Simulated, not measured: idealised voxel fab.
The document below concerns the process module designated voxel ribs on slabs.
Shown is cross-section cut, with a width of 150 nm and square cells of size 5 nm.
Cross-section = grid of square cells, listed top down in bands; band = one or more rows.
Per band: top height and bottom height in nm, followed by the left-to-right materials and their widths in nm; "everywhere" marks a single material spanning edge to edge, "empty" marks empty space.
Where do heights start? At 0: under that level the wafer as delivered is made of one material only. And the lowest band has no floor; it just carries on downward, as in "0..down".
A width given as "30..40" starts at the first number in the band's top row and ends at the second number in its bottom row, shifting by an equal amount at every step from row to row.
For the purposes of this document, the phrase "remained unchanged" attached to a step denotes that no cell within the cross-section was modified by that step.
In "Trapped cavities" the enclosed voids are listed, meaning empty spaces of 8 cells or larger without any opening to the top. The form is width x height at distance, distance from the left edge, units nm.
Read whatever lies past the settings on a step's line as the simulator's own remark about the step.
"overlay nm" on a masked step: distance the mask lay right of its planned place, negative for left.

**This section lists the process steps that were planned**
1. RECEIVE with material Si
2. DIRECTIONAL_DEP with material SiO2, thk nm 25
3. DIRECTIONAL_DEP with material polySi, thk nm 25
4. MASKED_ETCH with tone cover, mask id RIB, width nm 20, etch materials polySi, depth nm 5, overlay nm 0
5. MASKED_ETCH with tone cover, mask id SLAB, width nm 40, etch materials polySi, depth nm 20, overlay nm 0
6. FILL_DEP with material SiO2, thk nm 25
7. CMP with height nm 65
8. DIRECTIONAL_DEP with material W, thk nm 5
9. DIRECTIONAL_DEP with material aC, thk nm 10
10. PATTERN with tone cover, mask id HEATER, material resist, width nm 30, thk nm 25, overlay nm 0
11. DIRECTIONAL_ETCH with etch materials aC, depth nm 10
12. STRIP with etch materials resist
13. DIRECTIONAL_ETCH with etch materials W, depth nm 5
14. STRIP with etch materials aC
15. CONFORMAL_DEP with material SiN, thk nm 5
The plan shows the width nm of step 5 as the first wafer had it; this setting differs between the wafers, which start out alike.

**Cross-section: the first of several wafers in its as-received state, i.e. following step 1**
- 0..down: Si everywhere
- Trapped cavities: none

**Basically each wafer gets a line in the table, showing it at the end of the module: material by material, the cells it gained (+) or lost (-) since we got it, then its closed voids**
width nm 40, +32 SiN, +354 SiO2, +6 W, +36 polySi, Trapped cavities: none
width nm 45, +32 SiN, +350 SiO2, +6 W, +40 polySi, Trapped cavities: none
width nm 50, +32 SiN, +346 SiO2, +6 W, +44 polySi, Trapped cavities: none
width nm 55, +32 SiN, +342 SiO2, +6 W, +48 polySi, Trapped cavities: none
width nm 60, +32 SiN, +338 SiO2, +6 W, +52 polySi, Trapped cavities: none
width nm 65, +32 SiN, +334 SiO2, +6 W, +56 polySi, Trapped cavities: none
